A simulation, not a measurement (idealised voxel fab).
Documented hereafter: the process module known as voxel wiring stack.
The cross-section on display is named cut; it measures 260 nm wide, and its cells are 5 nm squares.
For the purposes of this document, a cross-section shall be understood as a grid of square cells, specified as bands listed in top-to-bottom order, each band consisting of one or more rows of cells.
Heads up on the band format: heights come first, top then bottom, in nm. After that it's the materials left to right, each with its width in nm. A single material flagged "edge to edge" fills the whole band edge to edge, and "empty" means there's empty space there.
Heights from 0 (as-received wafer is one material below). Bottom band endless downward, as "0 down".
With a width like "30 to 40", each row of cells in the band differs from the next by the same amount, the top row carrying the first number and the bottom row the second.
"all unchanged" after a step means that no cell of the cross-section changed.
"Sealed-off cavities" means: voids of 8 cells or more that are shut off from the top with no open way through. Written width x height at distance, distance from the left edge, in nm.
Heads up: the bit after the settings on a step's line is the simulator's remark on that step.
"overlay nm", when on a step's line for a step with a mask, measures how far to the right of its planned place the mask lay; a negative measure means to the left.

THESE ARE THE STEPS WE PLANNED FOR THE PROCESS
step 1: RECEIVE [material Si]
step 2: CONFORMAL_DEP [material SiO2] [thk nm 15]
step 3: CONFORMAL_DEP [material SiCN] [thk nm 5]
step 4: DIRECTIONAL_DEP [material lowk] [thk nm 15]
step 5: DIRECTIONAL_DEP [material aC] [thk nm 10]
step 6: PATTERN [tone open] [mask id METAL_1] [material resist] [width nm 30] [pitch nm 45] [thk nm 30] [overlay nm 0]
step 7: DIRECTIONAL_ETCH [etch materials aC] [depth nm 10]
step 8: STRIP [etch materials resist]
step 9: DIRECTIONAL_ETCH [etch materials lowk] [depth nm 15]
step 10: DIRECTIONAL_ETCH [etch materials SiCN] [depth nm 5]
step 11: STRIP [etch materials aC]
step 12: CONFORMAL_DEP [material TiN] [thk nm 5]
step 13: FILL_DEP [material Ru] [thk nm 10]
step 14: CMP [height nm 35]
step 15: CONFORMAL_DEP [material SiCN] [thk nm 5]
step 16: DIRECTIONAL_DEP [material SiO2] [thk nm 30]
step 17: PATTERN [tone open] [mask id METAL_2] [material resist] [width nm 30] [pitch nm 45] [thk nm 20] [overlay nm 0]
step 18: DIRECTIONAL_ETCH [etch materials SiO2] [depth nm 20]
step 19: STRIP [etch materials resist]
step 20: PATTERN [tone open] [mask id METAL_2_HOLES] [material resist] [width nm 15] [pitch nm 45] [thk nm 20] [overlay nm 0]
step 21: DIRECTIONAL_ETCH [etch materials SiO2] [depth nm 10]
step 22: DIRECTIONAL_ETCH [etch materials SiCN] [depth nm 5]
step 23: STRIP [etch materials resist]
step 24: CONFORMAL_DEP [material TiN] [thk nm 5]
step 25: FILL_DEP [material Cu] [thk nm 5]
step 26: CMP [height nm 70]
step 27: CONFORMAL_DEP [material SiCN] [thk nm 5]
step 28: DIRECTIONAL_DEP [material lowk] [thk nm 30]
step 29: DIRECTIONAL_DEP [material aC] [thk nm 15]
step 30: PATTERN [tone open] [mask id METAL_3_HOLES] [material resist] [width nm 15] [pitch nm 45] [thk nm 35] [overlay nm 0]
step 31: DIRECTIONAL_ETCH [etch materials aC] [depth nm 15]
step 32: STRIP [etch materials resist]
step 33: DIRECTIONAL_ETCH [etch materials lowk] [depth nm 30]
step 34: STRIP [etch materials aC]
step 35: MASKED_ETCH [tone open] [mask id METAL_3] [width nm 30] [pitch nm 45] [etch materials lowk] [depth nm 15] [overlay nm 0]
step 36: MASKED_ETCH [tone open] [mask id METAL_3] [width nm 30] [pitch nm 45] [etch materials SiCN] [depth nm 5] [overlay nm 0]
step 37: CONFORMAL_DEP [material TiN] [thk nm 5]
step 38: FILL_DEP [material Cu] [thk nm 5]
step 39: CMP [height nm 105]
step 40: CONFORMAL_DEP [material SiCN] [thk nm 5]

AS-RECEIVED WAFER CROSS-SECTION (AFTER STEP 1)
- 0 down  Si edge to edge
- Sealed-off cavities: none

POST-MODULE CROSS-SECTION: IDENTICAL START AND PLAN TO THOSE ABOVE, ONE MISSTEP IN EXECUTION
- 110 to 105  SiCN edge to edge
- 105 to 95  45 of lowk, then 5 of TiN, then 20 of Cu, then 5 of TiN, then 15 of lowk, then 5 of TiN, then 20 of Cu, then 5 of TiN, then 15 of lowk, then 5 of TiN, then 20 of Cu, then 5 of TiN, then 15 of lowk, then 5 of TiN, then 20 of Cu, then 5 of TiN, then 50 of lowk
- 95 to 90  45 of lowk, then 5 of TiN, then 5 of Cu, then 20 of TiN, then 15 of lowk, then 5 of TiN, then 5 of Cu, then 20 of TiN, then 15 of lowk, then 5 of TiN, then 5 of Cu, then 20 of TiN, then 15 of lowk, then 5 of TiN, then 5 of Cu, then 20 of TiN, then 50 of lowk
- 90 to 75  45 of lowk, then 5 of TiN, then 5 of Cu, then 5 of TiN, then 30 of lowk, then 5 of TiN, then 5 of Cu, then 5 of TiN, then 30 of lowk, then 5 of TiN, then 5 of Cu, then 5 of TiN, then 30 of lowk, then 5 of TiN, then 5 of Cu, then 5 of TiN, then 65 of lowk
- 75 to 70  45 of SiCN, then 15 of TiN, then 30 of SiCN, then 15 of TiN, then 30 of SiCN, then 15 of TiN, then 30 of SiCN, then 15 of TiN, then 65 of SiCN
- 70 to 55  45 of SiO2, then 5 of TiN, then 20 of Cu, then 5 of TiN, then 15 of SiO2, then 5 of TiN, then 20 of Cu, then 5 of TiN, then 15 of SiO2, then 5 of TiN, then 20 of Cu, then 5 of TiN, then 15 of SiO2, then 5 of TiN, then 20 of Cu, then 5 of TiN, then 50 of SiO2
- 55 to 50  45 of SiO2, then 5 of TiN, then 5 of Cu, then 20 of TiN, then 15 of SiO2, then 5 of TiN, then 5 of Cu, then 20 of TiN, then 15 of SiO2, then 5 of TiN, then 5 of Cu, then 20 of TiN, then 15 of SiO2, then 5 of TiN, then 5 of Cu, then 20 of TiN, then 50 of SiO2
- 50 to 40  45 of SiO2, then 5 of TiN, then 5 of Cu, then 5 of TiN, then 30 of SiO2, then 5 of TiN, then 5 of Cu, then 5 of TiN, then 30 of SiO2, then 5 of TiN, then 5 of Cu, then 5 of TiN, then 30 of SiO2, then 5 of TiN, then 5 of Cu, then 5 of TiN, then 65 of SiO2
- 40 to 35  45 of SiCN, then 15 of TiN, then 30 of SiCN, then 15 of TiN, then 30 of SiCN, then 15 of TiN, then 30 of SiCN, then 15 of TiN, then 65 of SiCN
- 35 to 20  50 of lowk, then 5 of TiN, then 20 of Ru, then 5 of TiN, then 15 of lowk, then 5 of TiN, then 20 of Ru, then 5 of TiN, then 15 of lowk, then 5 of TiN, then 20 of Ru, then 5 of TiN, then 15 of lowk, then 5 of TiN, then 20 of Ru, then 5 of TiN, then 45 of lowk
- 20 to 15  50 of SiCN, then 30 of TiN, then 15 of SiCN, then 30 of TiN, then 15 of SiCN, then 30 of TiN, then 15 of SiCN, then 30 of TiN, then 45 of SiCN
- 15 to 0  SiO2 edge to edge
- 0 down  Si edge to edge
- Sealed-off cavities: none
The mistake made against the process plan was this: step 6 did not happen as planned, as run it was PATTERN [tone open] [mask id METAL_1] [material resist] [width nm 30] [pitch nm 45] [thk nm 30] [overlay nm 5]
